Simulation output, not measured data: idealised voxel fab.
Documented hereafter: the process module known as voxel wiring stack.
Xsec cut, 240 nm wide, square cell size 5 nm.
Each cross-section below is a grid of square cells, stated as bands in top-down order, with one or more rows of cells making up each band. This entry defines a band. It first specifies the height of the band's top and the height of its bottom in nm, and then specifies the band's materials from left to right, stating each material with its width in nm. The word "full width" identifies a single material that fills the band from edge to edge, while the word "blank" identifies empty space. Basically, 0 is our baseline, since under it the wafer straight out of the box is all one material. The bottom band has no lower end and keeps on going down, so it looks like "z 0 and below". A width given as "30..40" starts at the first number in the band's top row and ends at the second number in its bottom row, shifting by an equal amount at every step from row to row. Basically "everything unchanged" means that step didn't change any cell in the cross-section. Entry "Unvented cavities". Content: empty spaces with no open connection to the top, size 8 cells or greater. Each: width x height at distance. Distance: from left edge. Unit: nm. Anything after a step's settings on that line? It's the simulator's own note about the step. "overlay nm", when on a step's line for a step with a mask, measures how far to the right of its planned place the mask lay; a negative measure means to the left.
The process steps that were planned are listed below:
step 1: RECEIVE, material Si
step 2: CONFORMAL_DEP, material SiO2, thk nm 15
step 3: CONFORMAL_DEP, material SiN, thk nm 5
step 4: DIRECTIONAL_DEP, material SiO2, thk nm 20
step 5: MASKED_ETCH, tone open, mask id METAL_1, width nm 30, pitch nm 50, etch materials SiO2, depth nm 20, overlay nm 0
step 6: MASKED_ETCH, tone open, mask id METAL_1, width nm 30, pitch nm 50, etch materials SiN, depth nm 5, overlay nm 0
step 7: CONFORMAL_DEP, material TiN, thk nm 5
step 8: FILL_DEP, material Cu, thk nm 5
step 9: CMP, height nm 40
step 10: CONFORMAL_DEP, material SiCN, thk nm 5
step 11: DIRECTIONAL_DEP, material SiO2, thk nm 15
step 12: PATTERN, tone open, mask id PLUG_1, material resist, width nm 15, pitch nm 50, thk nm 15, overlay nm 0
step 13: DIRECTIONAL_ETCH, etch materials SiO2, depth nm 15
step 14: DIRECTIONAL_ETCH, etch materials SiCN, depth nm 5
step 15: STRIP, etch materials resist
step 16: CONFORMAL_DEP, material TiN, thk nm 5
step 17: FILL_DEP, material Ru, thk nm 5
step 18: CMP, height nm 60
step 19: DIRECTIONAL_DEP, material TiN, thk nm 5
step 20: DIRECTIONAL_DEP, material Ru, thk nm 20
step 21: DIRECTIONAL_DEP, material aC, thk nm 10
step 22: PATTERN, tone cover, mask id METAL_2, material resist, width nm 30, pitch nm 50, thk nm 25, overlay nm 0
step 23: DIRECTIONAL_ETCH, etch materials aC, depth nm 10
step 24: STRIP, etch materials resist
step 25: DIRECTIONAL_ETCH, etch materials Ru, depth nm 20
step 26: DIRECTIONAL_ETCH, etch materials TiN, depth nm 5
step 27: STRIP, etch materials aC
step 28: CONFORMAL_DEP, material SiCN, thk nm 5
step 29: FILL_DEP, material lowk, thk nm 5
step 30: CMP, height nm 85
step 31: CONFORMAL_DEP, material SiCN, thk nm 5
step 32: DIRECTIONAL_DEP, material SiO2, thk nm 30
step 33: PATTERN, tone open, mask id METAL_3_HOLES, material resist, width nm 15, pitch nm 100, thk nm 15, overlay nm 0
step 34: DIRECTIONAL_ETCH, etch materials SiO2, depth nm 30
step 35: STRIP, etch materials resist
step 36: PATTERN, tone open, mask id METAL_3, material resist, width nm 30, pitch nm 50, thk nm 20, overlay nm 0
step 37: DIRECTIONAL_ETCH, etch materials SiO2, depth nm 20
step 38: DIRECTIONAL_ETCH, etch materials SiCN, depth nm 5
step 39: STRIP, etch materials resist
step 40: CONFORMAL_DEP, material TiN, thk nm 5
step 41: FILL_DEP, material Cu, thk nm 10
step 42: CMP, height nm 120
step 43: CONFORMAL_DEP, material SiCN, thk nm 5
Wafer cross-section on receipt, i.e. after step 1:
z 0 and below | Si full width
Unvented cavities: none
The cross-section shown corresponds to the wafer at the conclusion of the module. The initial structure and the process plan are those presented above; however, one mistake occurred in executing the plan:
z 125 to 120 | SiCN full width
z 120 to 105 | 30 of SiO2  5 of TiN  20 of Cu  5 of TiN  20 of SiO2  5 of TiN  20 of Cu  5 of TiN  20 of SiO2  5 of TiN  20 of Cu  5 of TiN  20 of SiO2  5 of TiN  20 of Cu  5 of TiN  30 of SiO2
z 105 to 100 | 30 of SiO2  5 of TiN  5 of Cu  20 of TiN  20 of SiO2  30 of TiN  20 of SiO2  5 of TiN  5 of Cu  20 of TiN  20 of SiO2  30 of TiN  30 of SiO2
z 100 to 90 | 30 of SiO2  5 of TiN  5 of Cu  5 of TiN  85 of SiO2  5 of TiN  5 of Cu  5 of TiN  95 of SiO2
z 90 to 85 | 30 of SiCN  15 of TiN  85 of SiCN  15 of TiN  95 of SiCN
z 85 to 80 | 30 of SiCN  30 of TiN  20 of SiCN  30 of TiN  20 of SiCN  30 of TiN  20 of SiCN  30 of TiN  30 of SiCN
z 80 to 60 | Ru full width
z 60 to 45 | 30 of SiO2  5 of TiN  5 of Ru  5 of TiN  35 of SiO2  5 of TiN  5 of Ru  5 of TiN  35 of SiO2  5 of TiN  5 of Ru  5 of TiN  35 of SiO2  5 of TiN  5 of Ru  5 of TiN  45 of SiO2
z 45 to 40 | 30 of SiCN  15 of TiN  35 of SiCN  15 of TiN  35 of SiCN  15 of TiN  35 of SiCN  15 of TiN  45 of SiCN
z 40 to 20 | 30 of SiO2  5 of TiN  20 of Cu  5 of TiN  20 of SiO2  5 of TiN  20 of Cu  5 of TiN  20 of SiO2  5 of TiN  20 of Cu  5 of TiN  20 of SiO2  5 of TiN  20 of Cu  5 of TiN  30 of SiO2
z 20 to 15 | 30 of SiN  30 of TiN  20 of SiN  30 of TiN  20 of SiN  30 of TiN  20 of SiN  30 of TiN  30 of SiN
z 15 to 0 | SiO2 full width
z 0 and below | Si full width
Unvented cavities: none
The mistake made against the process plan was this: a sequencing error occurred in which plan steps 19 and 20 were transposed
